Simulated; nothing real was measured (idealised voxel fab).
A process module follows: voxel released beams.
It is cross-section cut that appears here, measuring 160 nm in width, its square cells being 5 nm in size.
Just so we're on the same page, the cross-sections are grids of square cells, and they're listed out in bands top to bottom, each band one or more rows deep. Look at the band entry: it leads with the top's height and the bottom's height in nm. Then it lists the materials left to right, with a width in nm for each. The word "throughout" on a single material says that material fills the band edge to edge. The word "air" is empty space. The level at which height equals 0 is the one under which the wafer, as it arrives, is entirely one material. No lower edge exists for the bottom band, which continues downward and is notated as in "z 0 and below". A width given as "30->40" starts at the first number in the band's top row and ends at the second number in its bottom row, shifting by an equal amount at every step from row to row. Where the words "remained the same" appear for a step, the cross-section shows no cell changed by that step; every cell remained as before. The label "Trapped cavities" introduces a list of the empty spaces, 8 cells or larger, that have no open way up to the top; each entry in it reads width x height at distance, where the distance is taken from the left edge and all three are stated in nm. Past the settings on a step's line: simulator remark, on that step. Regarding "overlay nm": on a step with a mask, it is the distance the mask lay to the right of its planned place; a negative value places it to the left.

[These are the steps we planned for the process]
1) RECEIVE [material Si]
2) CONFORMAL_DEP [material SiN] [thk nm 5]
3) DIRECTIONAL_DEP [material SiO2] [thk nm 10]
4) DIRECTIONAL_DEP [material aC] [thk nm 10]
5) PATTERN [tone open] [mask id ANCHOR] [material resist] [width nm 30] [thk nm 30] [overlay nm 0]
6) DIRECTIONAL_ETCH [etch materials aC] [depth nm 10]
7) STRIP [etch materials resist]
8) DIRECTIONAL_ETCH [etch materials SiO2] [depth nm 10]
9) STRIP [etch materials aC]
10) CONFORMAL_DEP [material polySi] [thk nm 10]
11) PATTERN [tone cover] [mask id BEAM] [material resist] [width nm 95] [thk nm 15] [overlay nm 0]
12) DIRECTIONAL_ETCH [etch materials polySi] [depth nm 10]
13) STRIP [etch materials resist]
14) STRIP [etch materials SiO2]
Wafers differ in width nm at step 11; plan lists the first wafer's value; identical starting state.

[As received, i.e. after step 1: cross-section through the first of several wafers]
> z 0 and below | Si throughout
> Trapped cavities: none

[Wafer rows, end of module: cells per material gained (+) or lost (-) since receipt; closed voids last]
width nm 95, +32 SiN, +46 polySi, Trapped cavities: none
width nm 100, +32 SiN, +48 polySi, Trapped cavities: none
width nm 105, +32 SiN, +50 polySi, Trapped cavities: none
width nm 110, +32 SiN, +52 polySi, Trapped cavities: none
width nm 115, +32 SiN, +54 polySi, Trapped cavities: none
width nm 120, +32 SiN, +56 polySi, Trapped cavities: none
